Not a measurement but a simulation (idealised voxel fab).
process module | voxel capacitor over wiring
Cross-section cut spans 230 nm and uses square cells 5 nm in size.
Think of the cross-section as a grid of square cells. We describe it in bands, top to bottom, and each band covers one or more rows of those cells.
Band: top and bottom heights (nm) first, top before bottom; then materials from left to right, widths in nm. "everywhere" marks a sole material filling the band edge to edge. "air" denotes empty space.
The level at which height equals 0 is the one under which the wafer, as it arrives, is entirely one material. No lower edge exists for the bottom band, which continues downward and is notated as in "0 and below".
You'd read "30->40" like this: the band's top row of cells is as wide as the first number, its bottom row is as wide as the second, and going down, every row changes width by the same amount as the row before did.
Key: "nothing got changed" - step with no changed cell in the cross-section.
Closed empty spaces (no open way to the top) of 8 cells or more are what "Sealed internal cavities" lists, each as width x height at distance from the left edge, nm for all three.
The remark found on a step's line after its settings is issued by the simulator itself and pertains to that step.
"overlay nm" denotes, for a step that has a mask, the displacement of the mask to the right of its planned place, with negative values corresponding to the left.
For the reader: what remains of this document is a series of pairs, each showing a cross-section before one process step and a cross-section after that step which reaches down only to the lowest band that changed, with the step between them and its settings set out under the pair. It should not be assumed that a pair continues from the pair above it; the pairs can come from different runs of this module on the same starting wafer, and such continuity exists only where the entry headed "Ahead of processing" says so.

Ahead of processing:
  0 and below = Si everywhere
  Sealed internal cavities: none

Result of Step:
  15 down to 0 = SiO2 everywhere
  No changes below 0.
  Sealed internal cavities: none
The structure goes from the before cross-section above to the after cross-section through op CONFORMAL_DEP | material SiO2 | thk nm 15

Ahead of processing: It is represented by the cross-section appearing after the step of the pair directly above.

Result of Step:
  20 down to 15 = SiN everywhere
  No changes below 15.
  Sealed internal cavities: none
The structure goes from the before cross-section above to the after cross-section through op CONFORMAL_DEP | material SiN | thk nm 5

Ahead of processing: It is represented by the cross-section appearing after the step of the pair directly above.

Result of Step:
  35 down to 20 = SiO2 everywhere
  No changes below 20.
  Sealed internal cavities: none
The structure goes from the before cross-section above to the after cross-section through op DIRECTIONAL_DEP | material SiO2 | thk nm 15

Ahead of processing: It is represented by the cross-section appearing after the step of the pair directly above.

Result of Step:
  35 down to 20 = SiO2 60 nm, then air 20 nm, then SiO2 70 nm, then air 20 nm, then SiO2 60 nm
  No changes below 20.
  Sealed internal cavities: none
The structure goes from the before cross-section above to the after cross-section through op MASKED_ETCH | tone open | mask id METAL_1 | width nm 20 | pitch nm 90 | etch materials SiO2 | depth nm 15 | overlay nm 0

Ahead of processing: It is represented by the cross-section appearing after the step of the pair directly above.

Result of Step:
  35 down to 20 = SiO2 60 nm, then air 20 nm, then SiO2 70 nm, then air 20 nm, then SiO2 60 nm
  20 down to 15 = SiN 60 nm, then air 20 nm, then SiN 70 nm, then air 20 nm, then SiN 60 nm
  No changes below 15.
  Sealed internal cavities: none
The structure goes from the before cross-section above to the after cross-section through op MASKED_ETCH | tone open | mask id METAL_1 | width nm 20 | pitch nm 90 | etch materials SiN | depth nm 5 | overlay nm 0

Ahead of processing: It is represented by the cross-section appearing after the step of the pair directly above.

Result of Step:
  40 down to 35 = TiN 65 nm, then air 10 nm, then TiN 80 nm, then air 10 nm, then TiN 65 nm
  35 down to 20 = SiO2 60 nm, then TiN 5 nm, then air 10 nm, then TiN 5 nm, then SiO2 70 nm, then TiN 5 nm, then air 10 nm, then TiN 5 nm, then SiO2 60 nm
  20 down to 15 = SiN 60 nm, then TiN 20 nm, then SiN 70 nm, then TiN 20 nm, then SiN 60 nm
  No changes below 15.
  Sealed internal cavities: none
The structure goes from the before cross-section above to the after cross-section through op CONFORMAL_DEP | material TiN | thk nm 5

Ahead of processing: It is represented by the cross-section appearing after the step of the pair directly above.

Result of Step:
  45 down to 40 = Cu everywhere
  40 down to 35 = TiN 65 nm, then Cu 10 nm, then TiN 80 nm, then Cu 10 nm, then TiN 65 nm
  35 down to 20 = SiO2 60 nm, then TiN 5 nm, then Cu 10 nm, then TiN 5 nm, then SiO2 70 nm, then TiN 5 nm, then Cu 10 nm, then TiN 5 nm, then SiO2 60 nm
  No changes below 20.
  Sealed internal cavities: none
The structure goes from the before cross-section above to the after cross-section through op FILL_DEP | material Cu | thk nm 5

Ahead of processing: It is represented by the cross-section appearing after the step of the pair directly above.

Result of Step:
  35 down to 20 = SiO2 60 nm, then TiN 5 nm, then Cu 10 nm, then TiN 5 nm, then SiO2 70 nm, then TiN 5 nm, then Cu 10 nm, then TiN 5 nm, then SiO2 60 nm
  No changes below 20.
  Sealed internal cavities: none
The structure goes from the before cross-section above to the after cross-section through op CMP | height nm 35

Ahead of processing: It is represented by the cross-section appearing after the step of the pair directly above.

Result of Step:
  40 down to 35 = SiCN everywhere
  No changes below 35.
  Sealed internal cavities: none
The structure goes from the before cross-section above to the after cross-section through op CONFORMAL_DEP | material SiCN | thk nm 5

Ahead of processing: It is represented by the cross-section appearing after the step of the pair directly above.

Result of Step:
  55 down to 40 = SiO2 everywhere
  No changes below 40.
  Sealed internal cavities: none
The structure goes from the before cross-section above to the after cross-section through op DIRECTIONAL_DEP | material SiO2 | thk nm 15

Ahead of processing: It is represented by the cross-section appearing after the step of the pair directly above.

Result of Step:
  55 down to 40 = SiO2 65 nm, then air 15 nm, then SiO2 150 nm
  No changes below 40.
  Sealed internal cavities: none
The structure goes from the before cross-section above to the after cross-section through op MASKED_ETCH | tone open | mask id PLUG_1 | width nm 15 | etch materials SiO2 | depth nm 15 | overlay nm 0

Ahead of processing: It is represented by the cross-section appearing after the step of the pair directly above.

Result of Step:
  55 down to 40 = SiO2 65 nm, then air 15 nm, then SiO2 150 nm
  40 down to 35 = SiCN 65 nm, then air 15 nm, then SiCN 150 nm
  No changes below 35.
  Sealed internal cavities: none
The structure goes from the before cross-section above to the after cross-section through op MASKED_ETCH | tone open | mask id PLUG_1 | width nm 15 | etch materials SiCN | depth nm 5 | overlay nm 0

Ahead of processing: It is represented by the cross-section appearing after the step of the pair directly above.

Result of Step:
  60 down to 55 = TiN 70 nm, then air 5 nm, then TiN 155 nm
  55 down to 40 = SiO2 65 nm, then TiN 5 nm, then air 5 nm, then TiN 5 nm, then SiO2 150 nm
  40 down to 35 = SiCN 65 nm, then TiN 15 nm, then SiCN 150 nm
  No changes below 35.
  Sealed internal cavities: none
The structure goes from the before cross-section above to the after cross-section through op CONFORMAL_DEP | material TiN | thk nm 5

Ahead of processing: It is represented by the cross-section appearing after the step of the pair directly above.

Result of Step:
  65 down to 60 = Ru everywhere
  60 down to 55 = TiN 70 nm, then Ru 5 nm, then TiN 155 nm
  55 down to 40 = SiO2 65 nm, then TiN 5 nm, then Ru 5 nm, then TiN 5 nm, then SiO2 150 nm
  No changes below 40.
  Sealed internal cavities: none
The structure goes from the before cross-section above to the after cross-section through op FILL_DEP | material Ru | thk nm 5

Ahead of processing: It is represented by the cross-section appearing after the step of the pair directly above.

Result of Step:
  55 down to 40 = SiO2 65 nm, then TiN 5 nm, then Ru 5 nm, then TiN 5 nm, then SiO2 150 nm
  No changes below 40.
  Sealed internal cavities: none
The structure goes from the before cross-section above to the after cross-section through op CMP | height nm 55

Ahead of processing: It is represented by the cross-section appearing after the step of the pair directly above.

Result of Step:
  65 down to 55 = TiN everywhere
  No changes below 55.
  Sealed internal cavities: none
The structure goes from the before cross-section above to the after cross-section through op DIRECTIONAL_DEP | material TiN | thk nm 10

Ahead of processing: It is represented by the cross-section appearing after the step of the pair directly above.

Result of Step:
  70 down to 65 = HfO2 everywhere
  No changes below 65.
  Sealed internal cavities: none
The structure goes from the before cross-section above to the after cross-section through op DIRECTIONAL_DEP | material HfO2 | thk nm 5

Ahead of processing: It is represented by the cross-section appearing after the step of the pair directly above.

Result of Step:
  80 down to 70 = TiN everywhere
  No changes below 70.
  Sealed internal cavities: none
The structure goes from the before cross-section above to the after cross-section through op DIRECTIONAL_DEP | material TiN | thk nm 10

Ahead of processing: It is represented by the cross-section appearing after the step of the pair directly above.

Result of Step:
  80 down to 70 = air 65 nm, then TiN 75 nm, then air 90 nm
  No changes below 70.
  Sealed internal cavities: none
The structure goes from the before cross-section above to the after cross-section through op MASKED_ETCH | tone cover | mask id UPPER_PLATE | width nm 75 | etch materials TiN | depth nm 10 | overlay nm 0

Ahead of processing: It is represented by the cross-section appearing after the step of the pair directly above.

Result of Step:
  80 down to 70 = air 65 nm, then TiN 75 nm, then air 90 nm
  70 down to 65 = air 65 nm, then HfO2 75 nm, then air 90 nm
  No changes below 65.
  Sealed internal cavities: none
The structure goes from the before cross-section above to the after cross-section through op MASKED_ETCH | tone cover | mask id UPPER_PLATE | width nm 75 | etch materials HfO2 | depth nm 5 | overlay nm 0

Ahead of processing: It is represented by the cross-section appearing after the step of the pair directly above.

Result of Step:
  80 down to 70 = air 65 nm, then TiN 75 nm, then air 90 nm
  70 down to 65 = air 65 nm, then HfO2 75 nm, then air 90 nm
  65 down to 55 = air 60 nm, then TiN 85 nm, then air 85 nm
  No changes below 55.
  Sealed internal cavities: none
The structure goes from the before cross-section above to the after cross-section through op MASKED_ETCH | tone cover | mask id LOWER_PLATE | width nm 85 | etch materials TiN | depth nm 10 | overlay nm 0

Ahead of processing: It is represented by the cross-section appearing after the step of the pair directly above.

Result of Step:
  100 down to 80 = SiO2 everywhere
  80 down to 70 = SiO2 65 nm, then TiN 75 nm, then SiO2 90 nm
  70 down to 65 = SiO2 65 nm, then HfO2 75 nm, then SiO2 90 nm
  65 down to 55 = SiO2 60 nm, then TiN 85 nm, then SiO2 85 nm
  No changes below 55.
  Sealed internal cavities: none
The structure goes from the before cross-section above to the after cross-section through op FILL_DEP | material SiO2 | thk nm 20

Ahead of processing: It is represented by the cross-section appearing after the step of the pair directly above.

Result of Step:
  95 down to 80 = SiO2 everywhere
  No changes below 80.
  Sealed internal cavities: none
The structure goes from the before cross-section above to the after cross-section through op CMP | height nm 95

Ahead of processing: It is represented by the cross-section appearing after the step of the pair directly above.

Result of Step:
  110 down to 95 = resist 75 nm, then air 15 nm, then resist 140 nm
  No changes below 95.
  Sealed internal cavities: none
The structure goes from the before cross-section above to the after cross-section through op PATTERN | tone open | mask id PLUG_2 | material resist | width nm 15 | thk nm 15 | overlay nm 0

Ahead of processing: It is represented by the cross-section appearing after the step of the pair directly above.

Result of Step:
  110 down to 95 = resist 75 nm, then air 15 nm, then resist 140 nm
  95 down to 80 = SiO2 75 nm, then air 15 nm, then SiO2 140 nm
  No changes below 80.
  Sealed internal cavities: none
The structure goes from the before cross-section above to the after cross-section through op DIRECTIONAL_ETCH | etch materials SiO2 | depth nm 15

Ahead of processing: It is represented by the cross-section appearing after the step of the pair directly above.

Result of Step:
  95 down to 80 = SiO2 75 nm, then air 15 nm, then SiO2 140 nm
  No changes below 80.
  Sealed internal cavities: none
The structure goes from the before cross-section above to the after cross-section through op STRIP | etch materials resist

Ahead of processing: It is represented by the cross-section appearing after the step of the pair directly above.

Result of Step:
  100 down to 95 = TiN 80 nm, then air 5 nm, then TiN 145 nm
  95 down to 85 = SiO2 75 nm, then TiN 5 nm, then air 5 nm, then TiN 5 nm, then SiO2 140 nm
  85 down to 80 = SiO2 75 nm, then TiN 15 nm, then SiO2 140 nm
  No changes below 80.
  Sealed internal cavities: none
The structure goes from the before cross-section above to the after cross-section through op CONFORMAL_DEP | material TiN | thk nm 5

Ahead of processing: It is represented by the cross-section appearing after the step of the pair directly above.

Result of Step:
  105 down to 100 = W everywhere
  100 down to 95 = TiN 80 nm, then W 5 nm, then TiN 145 nm
  95 down to 85 = SiO2 75 nm, then TiN 5 nm, then W 5 nm, then TiN 5 nm, then SiO2 140 nm
  No changes below 85.
  Sealed internal cavities: none
The structure goes from the before cross-section above to the after cross-section through op FILL_DEP | material W | thk nm 5

Ahead of processing: It is represented by the cross-section appearing after the step of the pair directly above.

Result of Step:
  95 down to 85 = SiO2 75 nm, then TiN 5 nm, then W 5 nm, then TiN 5 nm, then SiO2 140 nm
  No changes below 85.
  Sealed internal cavities: none
The structure goes from the before cross-section above to the after cross-section through op CMP | height nm 95

Ahead of processing: It is represented by the cross-section appearing after the step of the pair directly above.

Result of Step:
  100 down to 95 = SiN everywhere
  No changes below 95.
  Sealed internal cavities: none
The structure goes from the before cross-section above to the after cross-section through op CONFORMAL_DEP | material SiN | thk nm 5

Ahead of processing:
  65 down to 55 = TiN everywhere
  55 down to 40 = SiO2 65 nm, then TiN 5 nm, then Ru 5 nm, then TiN 5 nm, then SiO2 150 nm
  40 down to 35 = SiCN 65 nm, then TiN 15 nm, then SiCN 150 nm
  35 down to 20 = SiO2 60 nm, then TiN 5 nm, then Cu 10 nm, then TiN 5 nm, then SiO2 70 nm, then TiN 5 nm, then Cu 10 nm, then TiN 5 nm, then SiO2 60 nm
  20 down to 15 = SiN 60 nm, then TiN 20 nm, then SiN 70 nm, then TiN 20 nm, then SiN 60 nm
  15 down to 0 = SiO2 everywhere
  0 and below = Si everywhere
  Sealed internal cavities: none

Result of Step:
  75 down to 55 = TiN everywhere
  No changes below 55.
  Sealed internal cavities: none
The structure goes from the before cross-section above to the after cross-section through op DIRECTIONAL_DEP | material TiN | thk nm 10

Ahead of processing: It is represented by the cross-section appearing after the step of the pair directly above.

Result of Step:
  75 down to 65 = air 65 nm, then TiN 75 nm, then air 90 nm
  No changes below 65.
  Sealed internal cavities: none
The structure goes from the before cross-section above to the after cross-section through op MASKED_ETCH | tone cover | mask id UPPER_PLATE | width nm 75 | etch materials TiN | depth nm 10 | overlay nm 0

Ahead of processing: It is represented by the cross-section appearing after the step of the pair directly above.

Result of Step:
  75 down to 65 = air 65 nm, then TiN 75 nm, then air 90 nm
  65 down to 55 = air 60 nm, then TiN 85 nm, then air 85 nm
  No changes below 55.
  Sealed internal cavities: none
The structure goes from the before cross-section above to the after cross-section through op MASKED_ETCH | tone cover | mask id LOWER_PLATE | width nm 85 | etch materials TiN | depth nm 10 | overlay nm 0

Ahead of processing: It is represented by the cross-section appearing after the step of the pair directly above.

Result of Step:
  95 down to 75 = SiO2 everywhere
  75 down to 65 = SiO2 65 nm, then TiN 75 nm, then SiO2 90 nm
  65 down to 55 = SiO2 60 nm, then TiN 85 nm, then SiO2 85 nm
  No changes below 55.
  Sealed internal cavities: none
The structure goes from the before cross-section above to the after cross-section through op FILL_DEP | material SiO2 | thk nm 20

Ahead of processing: It is represented by the cross-section appearing after the step of the pair directly above.

Result of Step:
  110 down to 95 = resist 75 nm, then air 15 nm, then resist 140 nm
  No changes below 95.
  Sealed internal cavities: none
The structure goes from the before cross-section above to the after cross-section through op PATTERN | tone open | mask id PLUG_2 | material resist | width nm 15 | thk nm 15 | overlay nm 0

Ahead of processing: It is represented by the cross-section appearing after the step of the pair directly above.

Result of Step:
  110 down to 95 = resist 75 nm, then air 15 nm, then resist 140 nm
  95 down to 80 = SiO2 75 nm, then air 15 nm, then SiO2 140 nm
  No changes below 80.
  Sealed internal cavities: none
The structure goes from the before cross-section above to the after cross-section through op DIRECTIONAL_ETCH | etch materials SiO2 | depth nm 15

Ahead of processing: It is represented by the cross-section appearing after the step of the pair directly above.

Result of Step:
  95 down to 80 = SiO2 75 nm, then air 15 nm, then SiO2 140 nm
  No changes below 80.
  Sealed internal cavities: none
The structure goes from the before cross-section above to the after cross-section through op STRIP | etch materials resist

Ahead of processing: It is represented by the cross-section appearing after the step of the pair directly above.

Result of Step:
  100 down to 95 = TiN 80 nm, then air 5 nm, then TiN 145 nm
  95 down to 85 = SiO2 75 nm, then TiN 5 nm, then air 5 nm, then TiN 5 nm, then SiO2 140 nm
  85 down to 80 = SiO2 75 nm, then TiN 15 nm, then SiO2 140 nm
  No changes below 80.
  Sealed internal cavities: none
The structure goes from the before cross-section above to the after cross-section through op CONFORMAL_DEP | material TiN | thk nm 5

Ahead of processing: It is represented by the cross-section appearing after the step of the pair directly above.

Result of Step:
  105 down to 100 = W everywhere
  100 down to 95 = TiN 80 nm, then W 5 nm, then TiN 145 nm
  95 down to 85 = SiO2 75 nm, then TiN 5 nm, then W 5 nm, then TiN 5 nm, then SiO2 140 nm
  No changes below 85.
  Sealed internal cavities: none
The structure goes from the before cross-section above to the after cross-section through op FILL_DEP | material W | thk nm 5

Ahead of processing: It is represented by the cross-section appearing after the step of the pair directly above.

Result of Step:
  95 down to 85 = SiO2 75 nm, then TiN 5 nm, then W 5 nm, then TiN 5 nm, then SiO2 140 nm
  No changes below 85.
  Sealed internal cavities: none
The structure goes from the before cross-section above to the after cross-section through op CMP | height nm 95

Ahead of processing: It is represented by the cross-section appearing after the step of the pair directly above.

Result of Step:
  100 down to 95 = SiN everywhere
  No changes below 95.
  Sealed internal cavities: none
The structure goes from the before cross-section above to the after cross-section through op CONFORMAL_DEP | material SiN | thk nm 5

Ahead of processing:
  35 down to 20 = SiO2 60 nm, then TiN 5 nm, then Cu 10 nm, then TiN 5 nm, then SiO2 70 nm, then TiN 5 nm, then Cu 10 nm, then TiN 5 nm, then SiO2 60 nm
  20 down to 15 = SiN 60 nm, then TiN 20 nm, then SiN 70 nm, then TiN 20 nm, then SiN 60 nm
  15 down to 0 = SiO2 everywhere
  0 and below = Si everywhere
  Sealed internal cavities: none

Result of Step:
  50 down to 35 = SiO2 everywhere
  No changes below 35.
  Sealed internal cavities: none
The structure goes from the before cross-section above to the after cross-section through op DIRECTIONAL_DEP | material SiO2 | thk nm 15

Ahead of processing: It is represented by the cross-section appearing after the step of the pair directly above.

Result of Step:
  55 down to 50 = SiCN everywhere
  No changes below 50.
  Sealed internal cavities: none
The structure goes from the before cross-section above to the after cross-section through op CONFORMAL_DEP | material SiCN | thk nm 5

Ahead of processing: It is represented by the cross-section appearing after the step of the pair directly above.

Result of Step:
  55 down to 50 = SiCN 65 nm, then air 15 nm, then SiCN 150 nm
  No changes below 50.
  Sealed internal cavities: none
The structure goes from the before cross-section above to the after cross-section through op MASKED_ETCH | tone open | mask id PLUG_1 | width nm 15 | etch materials SiCN | depth nm 5 | overlay nm 0

Ahead of processing: It is represented by the cross-section appearing after the step of the pair directly above.

Result of Step:
  60 down to 55 = TiN 70 nm, then air 5 nm, then TiN 155 nm
  55 down to 50 = SiCN 65 nm, then TiN 15 nm, then SiCN 150 nm
  No changes below 50.
  Sealed internal cavities: none
The structure goes from the before cross-section above to the after cross-section through op CONFORMAL_DEP | material TiN | thk nm 5

Ahead of processing: It is represented by the cross-section appearing after the step of the pair directly above.

Result of Step:
  65 down to 60 = Ru everywhere
  60 down to 55 = TiN 70 nm, then Ru 5 nm, then TiN 155 nm
  No changes below 55.
  Sealed internal cavities: none
The structure goes from the before cross-section above to the after cross-section through op FILL_DEP | material Ru | thk nm 5

Ahead of processing: It is represented by the cross-section appearing after the step of the pair directly above.

Result of Step:
  55 down to 50 = SiCN 65 nm, then TiN 15 nm, then SiCN 150 nm
  No changes below 50.
  Sealed internal cavities: none
The structure goes from the before cross-section above to the after cross-section through op CMP | height nm 55

Ahead of processing: It is represented by the cross-section appearing after the step of the pair directly above.

Result of Step:
  65 down to 55 = TiN everywhere
  No changes below 55.
  Sealed internal cavities: none
The structure goes from the before cross-section above to the after cross-section through op DIRECTIONAL_DEP | material TiN | thk nm 10

Ahead of processing: It is represented by the cross-section appearing after the step of the pair directly above.

Result of Step:
  70 down to 65 = HfO2 everywhere
  No changes below 65.
  Sealed internal cavities: none
The structure goes from the before cross-section above to the after cross-section through op DIRECTIONAL_DEP | material HfO2 | thk nm 5

Ahead of processing: It is represented by the cross-section appearing after the step of the pair directly above.

Result of Step:
  80 down to 70 = TiN everywhere
  No changes below 70.
  Sealed internal cavities: none
The structure goes from the before cross-section above to the after cross-section through op DIRECTIONAL_DEP | material TiN | thk nm 10

Ahead of processing: It is represented by the cross-section appearing after the step of the pair directly above.

Result of Step:
  80 down to 70 = air 65 nm, then TiN 75 nm, then air 90 nm
  No changes below 70.
  Sealed internal cavities: none
The structure goes from the before cross-section above to the after cross-section through op MASKED_ETCH | tone cover | mask id UPPER_PLATE | width nm 75 | etch materials TiN | depth nm 10 | overlay nm 0

Ahead of processing: It is represented by the cross-section appearing after the step of the pair directly above.

Result of Step:
  80 down to 70 = air 65 nm, then TiN 75 nm, then air 90 nm
  70 down to 65 = air 65 nm, then HfO2 75 nm, then air 90 nm
  No changes below 65.
  Sealed internal cavities: none
The structure goes from the before cross-section above to the after cross-section through op MASKED_ETCH | tone cover | mask id UPPER_PLATE | width nm 75 | etch materials HfO2 | depth nm 5 | overlay nm 0

Ahead of processing: It is represented by the cross-section appearing after the step of the pair directly above.

Result of Step:
  80 down to 70 = air 65 nm, then TiN 75 nm, then air 90 nm
  70 down to 65 = air 65 nm, then HfO2 75 nm, then air 90 nm
  65 down to 55 = air 60 nm, then TiN 85 nm, then air 85 nm
  No changes below 55.
  Sealed internal cavities: none
The structure goes from the before cross-section above to the after cross-section through op MASKED_ETCH | tone cover | mask id LOWER_PLATE | width nm 85 | etch materials TiN | depth nm 10 | overlay nm 0

Ahead of processing: It is represented by the cross-section appearing after the step of the pair directly above.

Result of Step:
  100 down to 80 = SiO2 everywhere
  80 down to 70 = SiO2 65 nm, then TiN 75 nm, then SiO2 90 nm
  70 down to 65 = SiO2 65 nm, then HfO2 75 nm, then SiO2 90 nm
  65 down to 55 = SiO2 60 nm, then TiN 85 nm, then SiO2 85 nm
  No changes below 55.
  Sealed internal cavities: none
The structure goes from the before cross-section above to the after cross-section through op FILL_DEP | material SiO2 | thk nm 20

Ahead of processing: It is represented by the cross-section appearing after the step of the pair directly above.

Result of Step:
  95 down to 80 = SiO2 everywhere
  No changes below 80.
  Sealed internal cavities: none
The structure goes from the before cross-section above to the after cross-section through op CMP | height nm 95

Ahead of processing: It is represented by the cross-section appearing after the step of the pair directly above.

Result of Step:
  110 down to 95 = resist 75 nm, then air 15 nm, then resist 140 nm
  No changes below 95.
  Sealed internal cavities: none
The structure goes from the before cross-section above to the after cross-section through op PATTERN | tone open | mask id PLUG_2 | material resist | width nm 15 | thk nm 15 | overlay nm 0

Ahead of processing: It is represented by the cross-section appearing after the step of the pair directly above.

Result of Step:
  110 down to 95 = resist 75 nm, then air 15 nm, then resist 140 nm
  95 down to 80 = SiO2 75 nm, then air 15 nm, then SiO2 140 nm
  No changes below 80.
  Sealed internal cavities: none
The structure goes from the before cross-section above to the after cross-section through op DIRECTIONAL_ETCH | etch materials SiO2 | depth nm 15

Ahead of processing: It is represented by the cross-section appearing after the step of the pair directly above.

Result of Step:
  95 down to 80 = SiO2 75 nm, then air 15 nm, then SiO2 140 nm
  No changes below 80.
  Sealed internal cavities: none
The structure goes from the before cross-section above to the after cross-section through op STRIP | etch materials resist

Ahead of processing: It is represented by the cross-section appearing after the step of the pair directly above.

Result of Step:
  100 down to 95 = TiN 80 nm, then air 5 nm, then TiN 145 nm
  95 down to 85 = SiO2 75 nm, then TiN 5 nm, then air 5 nm, then TiN 5 nm, then SiO2 140 nm
  85 down to 80 = SiO2 75 nm, then TiN 15 nm, then SiO2 140 nm
  No changes below 80.
  Sealed internal cavities: none
The structure goes from the before cross-section above to the after cross-section through op CONFORMAL_DEP | material TiN | thk nm 5

Ahead of processing: It is represented by the cross-section appearing after the step of the pair directly above.

Result of Step:
  105 down to 100 = W everywhere
  100 down to 95 = TiN 80 nm, then W 5 nm, then TiN 145 nm
  95 down to 85 = SiO2 75 nm, then TiN 5 nm, then W 5 nm, then TiN 5 nm, then SiO2 140 nm
  No changes below 85.
  Sealed internal cavities: none
The structure goes from the before cross-section above to the after cross-section through op FILL_DEP | material W | thk nm 5

Ahead of processing: It is represented by the cross-section appearing after the step of the pair directly above.

Result of Step:
  95 down to 85 = SiO2 75 nm, then TiN 5 nm, then W 5 nm, then TiN 5 nm, then SiO2 140 nm
  No changes below 85.
  Sealed internal cavities: none
The structure goes from the before cross-section above to the after cross-section through op CMP | height nm 95

Ahead of processing: It is represented by the cross-section appearing after the step of the pair directly above.

Result of Step:
  100 down to 95 = SiN everywhere
  No changes below 95.
  Sealed internal cavities: none
The structure goes from the before cross-section above to the after cross-section through op CONFORMAL_DEP | material SiN | thk nm 5

Ahead of processing:
  0 and below = Si everywhere
  Sealed internal cavities: none

Result of Step:
  25 down to 0 = SiO2 everywhere
  No changes below 0.
  Sealed internal cavities: none
The structure goes from the before cross-section above to the after cross-section through op CONFORMAL_DEP | material SiO2 | thk nm 25

Ahead of processing: It is represented by the cross-section appearing after the step of the pair directly above.

Result of Step:
  30 down to 25 = SiN everywhere
  No changes below 25.
  Sealed internal cavities: none
The structure goes from the before cross-section above to the after cross-section through op CONFORMAL_DEP | material SiN | thk nm 5

Ahead of processing: It is represented by the cross-section appearing after the step of the pair directly above.

Result of Step:
  45 down to 30 = SiO2 everywhere
  No changes below 30.
  Sealed internal cavities: none
The structure goes from the before cross-section above to the after cross-section through op DIRECTIONAL_DEP | material SiO2 | thk nm 15

Ahead of processing: It is represented by the cross-section appearing after the step of the pair directly above.

Result of Step:
  45 down to 30 = SiO2 60 nm, then air 20 nm, then SiO2 70 nm, then air 20 nm, then SiO2 60 nm
  No changes below 30.
  Sealed internal cavities: none
The structure goes from the before cross-section above to the after cross-section through op MASKED_ETCH | tone open | mask id METAL_1 | width nm 20 | pitch nm 90 | etch materials SiO2 | depth nm 15 | overlay nm 0

Ahead of processing: It is represented by the cross-section appearing after the step of the pair directly above.

Result of Step:
  45 down to 30 = SiO2 60 nm, then air 20 nm, then SiO2 70 nm, then air 20 nm, then SiO2 60 nm
  30 down to 25 = SiN 60 nm, then air 20 nm, then SiN 70 nm, then air 20 nm, then SiN 60 nm
  No changes below 25.
  Sealed internal cavities: none
The structure goes from the before cross-section above to the after cross-section through op MASKED_ETCH | tone open | mask id METAL_1 | width nm 20 | pitch nm 90 | etch materials SiN | depth nm 5 | overlay nm 0

Ahead of processing: It is represented by the cross-section appearing after the step of the pair directly above.

Result of Step:
  50 down to 45 = TiN 65 nm, then air 10 nm, then TiN 80 nm, then air 10 nm, then TiN 65 nm
  45 down to 30 = SiO2 60 nm, then TiN 5 nm, then air 10 nm, then TiN 5 nm, then SiO2 70 nm, then TiN 5 nm, then air 10 nm, then TiN 5 nm, then SiO2 60 nm
  30 down to 25 = SiN 60 nm, then TiN 20 nm, then SiN 70 nm, then TiN 20 nm, then SiN 60 nm
  No changes below 25.
  Sealed internal cavities: none
The structure goes from the before cross-section above to the after cross-section through op CONFORMAL_DEP | material TiN | thk nm 5

Ahead of processing: It is represented by the cross-section appearing after the step of the pair directly above.

Result of Step:
  55 down to 50 = Cu everywhere
  50 down to 45 = TiN 65 nm, then Cu 10 nm, then TiN 80 nm, then Cu 10 nm, then TiN 65 nm
  45 down to 30 = SiO2 60 nm, then TiN 5 nm, then Cu 10 nm, then TiN 5 nm, then SiO2 70 nm, then TiN 5 nm, then Cu 10 nm, then TiN 5 nm, then SiO2 60 nm
  No changes below 30.
  Sealed internal cavities: none
The structure goes from the before cross-section above to the after cross-section through op FILL_DEP | material Cu | thk nm 5

Ahead of processing: It is represented by the cross-section appearing after the step of the pair directly above.

Result of Step:
  35 down to 30 = SiO2 60 nm, then TiN 5 nm, then Cu 10 nm, then TiN 5 nm, then SiO2 70 nm, then TiN 5 nm, then Cu 10 nm, then TiN 5 nm, then SiO2 60 nm
  No changes below 30.
  Sealed internal cavities: none
The structure goes from the before cross-section above to the after cross-section through op CMP | height nm 35

Ahead of processing: It is represented by the cross-section appearing after the step of the pair directly above.

Result of Step:
  40 down to 35 = SiCN everywhere
  No changes below 35.
  Sealed internal cavities: none
The structure goes from the before cross-section above to the after cross-section through op CONFORMAL_DEP | material SiCN | thk nm 5

Ahead of processing: It is represented by the cross-section appearing after the step of the pair directly above.

Result of Step:
  55 down to 40 = SiO2 everywhere
  No changes below 40.
  Sealed internal cavities: none
The structure goes from the before cross-section above to the after cross-section through op DIRECTIONAL_DEP | material SiO2 | thk nm 15

Ahead of processing: It is represented by the cross-section appearing after the step of the pair directly above.

Result of Step:
  55 down to 40 = SiO2 65 nm, then air 15 nm, then SiO2 150 nm
  No changes below 40.
  Sealed internal cavities: none
The structure goes from the before cross-section above to the after cross-section through op MASKED_ETCH | tone open | mask id PLUG_1 | width nm 15 | etch materials SiO2 | depth nm 15 | overlay nm 0

Ahead of processing: It is represented by the cross-section appearing after the step of the pair directly above.

Result of Step:
  55 down to 40 = SiO2 65 nm, then air 15 nm, then SiO2 150 nm
  40 down to 35 = SiCN 65 nm, then air 15 nm, then SiCN 150 nm
  No changes below 35.
  Sealed internal cavities: none
The structure goes from the before cross-section above to the after cross-section through op MASKED_ETCH | tone open | mask id PLUG_1 | width nm 15 | etch materials SiCN | depth nm 5 | overlay nm 0

Ahead of processing: It is represented by the cross-section appearing after the step of the pair directly above.

Result of Step:
  60 down to 55 = TiN 70 nm, then air 5 nm, then TiN 155 nm
  55 down to 40 = SiO2 65 nm, then TiN 5 nm, then air 5 nm, then TiN 5 nm, then SiO2 150 nm
  40 down to 35 = SiCN 65 nm, then TiN 15 nm, then SiCN 150 nm
  No changes below 35.
  Sealed internal cavities: none
The structure goes from the before cross-section above to the after cross-section through op CONFORMAL_DEP | material TiN | thk nm 5

Ahead of processing: It is represented by the cross-section appearing after the step of the pair directly above.

Result of Step:
  65 down to 60 = Ru everywhere
  60 down to 55 = TiN 70 nm, then Ru 5 nm, then TiN 155 nm
  55 down to 40 = SiO2 65 nm, then TiN 5 nm, then Ru 5 nm, then TiN 5 nm, then SiO2 150 nm
  No changes below 40.
  Sealed internal cavities: none
The structure goes from the before cross-section above to the after cross-section through op FILL_DEP | material Ru | thk nm 5

Ahead of processing: It is represented by the cross-section appearing after the step of the pair directly above.

Result of Step:
  55 down to 40 = SiO2 65 nm, then TiN 5 nm, then Ru 5 nm, then TiN 5 nm, then SiO2 150 nm
  No changes below 40.
  Sealed internal cavities: none
The structure goes from the before cross-section above to the after cross-section through op CMP | height nm 55

Ahead of processing: It is represented by the cross-section appearing after the step of the pair directly above.

Result of Step:
  65 down to 55 = TiN everywhere
  No changes below 55.
  Sealed internal cavities: none
The structure goes from the before cross-section above to the after cross-section through op DIRECTIONAL_DEP | material TiN | thk nm 10

Ahead of processing: It is represented by the cross-section appearing after the step of the pair directly above.

Result of Step:
  70 down to 65 = HfO2 everywhere
  No changes below 65.
  Sealed internal cavities: none
The structure goes from the before cross-section above to the after cross-section through op DIRECTIONAL_DEP | material HfO2 | thk nm 5
